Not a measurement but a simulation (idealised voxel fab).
process module | voxel wiring stack
cross-section cut | 235 nm wide | cells 5 nm
A cross-section is a grid of square cells, given in bands from the top down. A band is one or more rows of cells.
Each band's line starts with the height of the band's top and of its bottom, in nm. Then come its materials from left to right, each with its width in nm. One material with "throughout" fills the band from edge to edge. "air" is empty space.
Height 0 is the level under which the wafer as received is all one material. The lowest band goes on downwards, as in "0 down".
A width such as "30 to 40" changes by the same amount from each row of cells to the next, from the band's top row to its bottom row.
"no change" after a step means that no cell of the cross-section changed.
closed voids: empty space of 8 cells or more with no open way to the top, each as width x height at its distance from the left edge, in nm
after a step's settings: what the simulator itself notes on the step
overlay nm, on a step with a mask: how far to the right of its planned place the mask lay; to the left if negative
plan
1 op RECEIVE | material Si
2 op CONFORMAL_DEP | material SiO2 | thk nm 10
3 op DIRECTIONAL_DEP | material TiN | thk nm 5
4 op DIRECTIONAL_DEP | material W | thk nm 15
5 op PATTERN | tone cover | mask id METAL_1 | material resist | width nm 25 | pitch nm 45 | thk nm 20 | overlay nm 0
6 op DIRECTIONAL_ETCH | etch materials W | depth nm 15
7 op DIRECTIONAL_ETCH | etch materials TiN | depth nm 5
8 op STRIP | etch materials resist
9 op CONFORMAL_DEP | material SiCN | thk nm 5
10 op FILL_DEP | material SiO2 | thk nm 5
11 op CMP | height nm 30
12 op CONFORMAL_DEP | material SiCN | thk nm 5
13 op DIRECTIONAL_DEP | material lowk | thk nm 15
14 op PATTERN | tone open | mask id PLUG_1 | material resist | width nm 15 | thk nm 20 | overlay nm 0
15 op DIRECTIONAL_ETCH | etch materials lowk | depth nm 15
16 op DIRECTIONAL_ETCH | etch materials SiCN | depth nm 5
17 op STRIP | etch materials resist
18 op EPI | material Ru | thk nm 10
19 op EPI | material Ru | thk nm 10
20 op CONFORMAL_DEP | material SiN | thk nm 5
21 op DIRECTIONAL_DEP | material SiO2 | thk nm 25
22 op PATTERN | tone open | mask id METAL_2 | material resist | width nm 25 | pitch nm 45 | thk nm 20 | overlay nm 0
23 op DIRECTIONAL_ETCH | etch materials SiO2 | depth nm 25
24 op DIRECTIONAL_ETCH | etch materials SiN | depth nm 5
25 op STRIP | etch materials resist
26 op CONFORMAL_DEP | material TiN | thk nm 5
27 op FILL_DEP | material Cu | thk nm 10
28 op CMP | height nm 80
29 op CONFORMAL_DEP | material SiCN | thk nm 5
30 op DIRECTIONAL_DEP | material lowk | thk nm 10
31 op PATTERN | tone open | mask id PLUG_2 | material resist | width nm 15 | pitch nm 45 | thk nm 20 | overlay nm 0
32 op DIRECTIONAL_ETCH | etch materials lowk | depth nm 10
33 op DIRECTIONAL_ETCH | etch materials SiCN | depth nm 5
34 op STRIP | etch materials resist
35 op EPI | material Ru | thk nm 10
36 op EPI | material Ru | thk nm 5
37 op DIRECTIONAL_DEP | material TiN | thk nm 5
38 op DIRECTIONAL_DEP | material Ru | thk nm 15
39 op DIRECTIONAL_DEP | material aC | thk nm 10
40 op PATTERN | tone cover | mask id METAL_3 | material resist | width nm 25 | pitch nm 45 | thk nm 25 | overlay nm 0
41 op DIRECTIONAL_ETCH | etch materials aC | depth nm 10
42 op STRIP | etch materials resist
43 op DIRECTIONAL_ETCH | etch materials Ru | depth nm 15
44 op DIRECTIONAL_ETCH | etch materials TiN | depth nm 5
45 op STRIP | etch materials aC
46 op CONFORMAL_DEP | material SiN | thk nm 5
47 op FILL_DEP | material lowk | thk nm 10
48 op CMP | height nm 115
49 op CONFORMAL_DEP | material SiCN | thk nm 5
50 op DIRECTIONAL_DEP | material SiO2 | thk nm 25
51 op DIRECTIONAL_DEP | material aC | thk nm 10
52 op PATTERN | tone open | mask id METAL_4_HOLES | material resist | width nm 15 | pitch nm 45 | thk nm 25 | overlay nm 0
53 op DIRECTIONAL_ETCH | etch materials aC | depth nm 10
54 op STRIP | etch materials resist
55 op DIRECTIONAL_ETCH | etch materials SiO2 | depth nm 25
56 op STRIP | etch materials aC
57 op MASKED_ETCH | tone open | mask id METAL_4 | width nm 25 | pitch nm 45 | etch materials SiO2 | depth nm 15 | overlay nm 0
58 op MASKED_ETCH | tone open | mask id METAL_4 | width nm 25 | pitch nm 45 | etch materials SiCN | depth nm 5 | overlay nm 0
59 op CONFORMAL_DEP | material TiN | thk nm 5
60 op FILL_DEP | material Cu | thk nm 5
61 op CMP | height nm 145
62 op CONFORMAL_DEP | material SiN | thk nm 5
as received, after step 1
  0 down: Si throughout
  closed voids: none
a wafer at the end: this start, this plan, one mistake
  150 to 145: SiN throughout
  145 to 135: SiO2 80 | TiN 5 | Cu 15 | TiN 5 | SiO2 20 | TiN 5 | Cu 15 | TiN 5 | SiO2 85
  135 to 130: SiO2 80 | TiN 5 | Cu 5 | TiN 15 | SiO2 20 | TiN 5 | Cu 5 | TiN 15 | SiO2 85
  130 to 120: SiO2 80 | TiN 5 | Cu 5 | TiN 5 | SiO2 30 | TiN 5 | Cu 5 | TiN 5 | SiO2 95
  120 to 115: SiCN 80 | TiN 15 | SiCN 30 | TiN 15 | SiCN 95
  115 to 100: lowk 75 | SiN 5 | Ru 25 | SiN 5 | lowk 10 | SiN 5 | Ru 25 | SiN 5 | lowk 80
  100 to 95: SiN 80 | TiN 25 | SiN 20 | TiN 25 | SiN 85
  95 to 85: lowk 80 | Ru 15 | lowk 30 | Ru 15 | lowk 95
  85 to 80: SiCN 80 | Ru 15 | SiCN 30 | Ru 15 | SiCN 95
  80 to 65: SiO2 80 | TiN 5 | Cu 15 | TiN 5 | SiO2 20 | TiN 5 | Cu 15 | TiN 5 | SiO2 85
  65 to 60: SiO2 65 | SiN 15 | TiN 25 | SiN 5 | SiO2 15 | TiN 5 | Cu 15 | TiN 5 | SiO2 85
  60 to 55: SiO2 65 | SiN 5 | Ru 35 | SiN 5 | SiO2 15 | TiN 5 | Cu 15 | TiN 5 | SiO2 85
  55 to 50: SiN 70 | Ru 35 | SiN 20 | TiN 25 | SiN 85
  50 to 35: lowk 80 | Ru 15 | lowk 140
  35 to 30: SiCN 80 | Ru 15 | SiCN 140
  30 to 15: SiO2 75 | SiCN 5 | W 25 | SiCN 5 | SiO2 10 | SiCN 5 | W 25 | SiCN 5 | SiO2 80
  15 to 10: SiCN 80 | TiN 25 | SiCN 20 | TiN 25 | SiCN 85
  10 to 0: SiO2 throughout
  0 down: Si throughout
  closed voids: none
what went wrong: one of the steps 18 and 19, which are alike, was run twice
